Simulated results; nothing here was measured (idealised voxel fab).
process module | voxel self aligned vias
cross-section cut | 195 nm wide | cells 5 nm
A cross-section is a grid of square cells, given in bands from the top down. A band is one or more rows of cells.
Each band's line starts with the height of the band's top and of its bottom, in nm. Then come its materials from left to right, each with its width in nm. One material with "throughout" fills the band from edge to edge. "air" is empty space.
Height 0 is the level under which the wafer as received is all one material. The lowest band goes on downwards, as in "0 down".
A width such as "30 to 40" changes by the same amount from each row of cells to the next, from the band's top row to its bottom row.
"no change" after a step means that no cell of the cross-section changed.
closed voids: empty space of 8 cells or more with no open way to the top, each as width x height at its distance from the left edge, in nm
after a step's settings: what the simulator itself notes on the step
overlay nm, on a step with a mask: how far to the right of its planned place the mask lay; to the left if negative
plan
1 op RECEIVE | material Si
2 op CONFORMAL_DEP | material SiO2 | thk nm 10
3 op CONFORMAL_DEP | material SiCN | thk nm 5
4 op DIRECTIONAL_DEP | material SiO2 | thk nm 20
5 op MASKED_ETCH | tone open | mask id LINES | width nm 25 | pitch nm 65 | etch materials SiO2 | depth nm 20 | overlay nm 0
6 op CONFORMAL_DEP | material TiN | thk nm 5
7 op FILL_DEP | material Ru | thk nm 5
8 op CMP | height nm 35
9 op SELECTIVE_ETCH | etch materials W Ru TiN | depth nm 5
10 op FILL_DEP | material SiN | thk nm 5
11 op CMP | height nm 35
12 op DIRECTIONAL_DEP | material SiO2 | thk nm 15
13 op DIRECTIONAL_DEP | material aC | thk nm 10
14 op PATTERN | tone open | mask id VIAS | material resist | width nm 45 | thk nm 25 | overlay nm 0
15 op DIRECTIONAL_ETCH | etch materials aC | depth nm 10
16 op STRIP | etch materials resist
17 op DIRECTIONAL_ETCH | etch materials SiO2 | depth nm 15
18 op DIRECTIONAL_ETCH | etch materials SiN | depth nm 5
19 op STRIP | etch materials aC
20 op CONFORMAL_DEP | material TiN | thk nm 5
21 op FILL_DEP | material Cu | thk nm 10
22 op CMP | height nm 50
23 op CONFORMAL_DEP | material SiCN | thk nm 5
as received, after step 1
  0 down: Si throughout
  closed voids: none
first wafer at the end, as planned
  55 to 50: SiCN throughout
  50 to 40: SiO2 40 | TiN 5 | Cu 35 | TiN 5 | SiO2 110
  40 to 35: SiO2 40 | TiN 15 | Cu 15 | TiN 15 | SiO2 110
  35 to 30: SiO2 50 | TiN 25 | SiO2 40 | SiN 25 | SiO2 55
  30 to 20: SiO2 50 | TiN 5 | Ru 15 | TiN 5 | SiO2 40 | TiN 5 | Ru 15 | TiN 5 | SiO2 55
  20 to 15: SiO2 50 | TiN 25 | SiO2 40 | TiN 25 | SiO2 55
  15 to 10: SiCN throughout
  10 to 0: SiO2 throughout
  0 down: Si throughout
  closed voids: none
second wafer at the end: like start, like plan, one mistake
  55 to 50: SiCN throughout
  50 to 35: SiO2 40 | TiN 5 | Cu 35 | TiN 5 | SiO2 110
  35 to 30: SiO2 40 | TiN 45 | SiO2 30 | SiN 25 | SiO2 55
  30 to 20: SiO2 40 | TiN 15 | Ru 15 | TiN 15 | SiO2 30 | TiN 5 | Ru 15 | TiN 5 | SiO2 55
  20 to 15: SiO2 50 | TiN 25 | SiO2 40 | TiN 25 | SiO2 55
  15 to 10: SiCN throughout
  10 to 0: SiO2 throughout
  0 down: Si throughout
  closed voids: none
what went wrong: step 17 was run twice
at the end the second wafer has, in cells: 4 more of Cu | 12 fewer of SiO2 | 8 more of TiN
